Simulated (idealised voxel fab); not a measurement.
process module | voxel released beams
cross-section cut | 255 nm wide | cells 5 nm
A cross-section is a grid of square cells, given in bands from the top down. A band is one or more rows of cells.
Each band's line starts with the height of the band's top and of its bottom, in nm. Then come its materials from left to right, each with its width in nm. One material with "throughout" fills the band from edge to edge. "air" is empty space.
Height 0 is the level under which the wafer as received is all one material. The lowest band goes on downwards, as in "0 down".
A width such as "30 to 40" changes by the same amount from each row of cells to the next, from the band's top row to its bottom row.
"no change" after a step means that no cell of the cross-section changed.
closed voids: empty space of 8 cells or more with no open way to the top, each as width x height at its distance from the left edge, in nm
after a step's settings: what the simulator itself notes on the step
overlay nm, on a step with a mask: how far to the right of its planned place the mask lay; to the left if negative
plan
1 op RECEIVE | material Si
2 op CONFORMAL_DEP | material SiN | thk nm 5
3 op DIRECTIONAL_DEP | material SiO2 | thk nm 20
4 op MASKED_ETCH | tone open | mask id ANCHOR | width nm 35 | etch materials SiO2 | depth nm 20 | overlay nm 0
5 op CONFORMAL_DEP | material W | thk nm 10
6 op DIRECTIONAL_DEP | material aC | thk nm 15
7 op PATTERN | tone cover | mask id BEAM | material resist | width nm 85 | thk nm 30 | overlay nm 0
8 op DIRECTIONAL_ETCH | etch materials aC | depth nm 15
9 op STRIP | etch materials resist
10 op DIRECTIONAL_ETCH | etch materials W | depth nm 10
11 op STRIP | etch materials aC
12 op STRIP | etch materials SiO2
as received, after step 1
  0 down: Si throughout
  closed voids: none
first wafer at the end, as planned
  35 to 25: air 80 | W 15 | air 15 | W 55 | air 90
  25 to 15: air 85 | W 10 | air 15 | W 10 | air 135
  15 to 5: air 85 | W 35 | air 135
  5 to 0: SiN throughout
  0 down: Si throughout
  closed voids: none
second wafer at the end: like start, like plan, one mistake
  40 to 30: air 80 | W 20 | air 5 | W 60 | air 90
  30 to 25: W 100 | air 5 | W 150
  25 to 20: SiO2 85 | W 15 | air 5 | W 15 | SiO2 135
  20 to 5: SiO2 85 | W 35 | SiO2 135
  5 to 0: SiN throughout
  0 down: Si throughout
  closed voids: none
what went wrong: step 5 ran as: op CONFORMAL_DEP | material W | thk nm 15
at the end the second wafer has, in cells: 176 more of SiO2 | 59 more of W
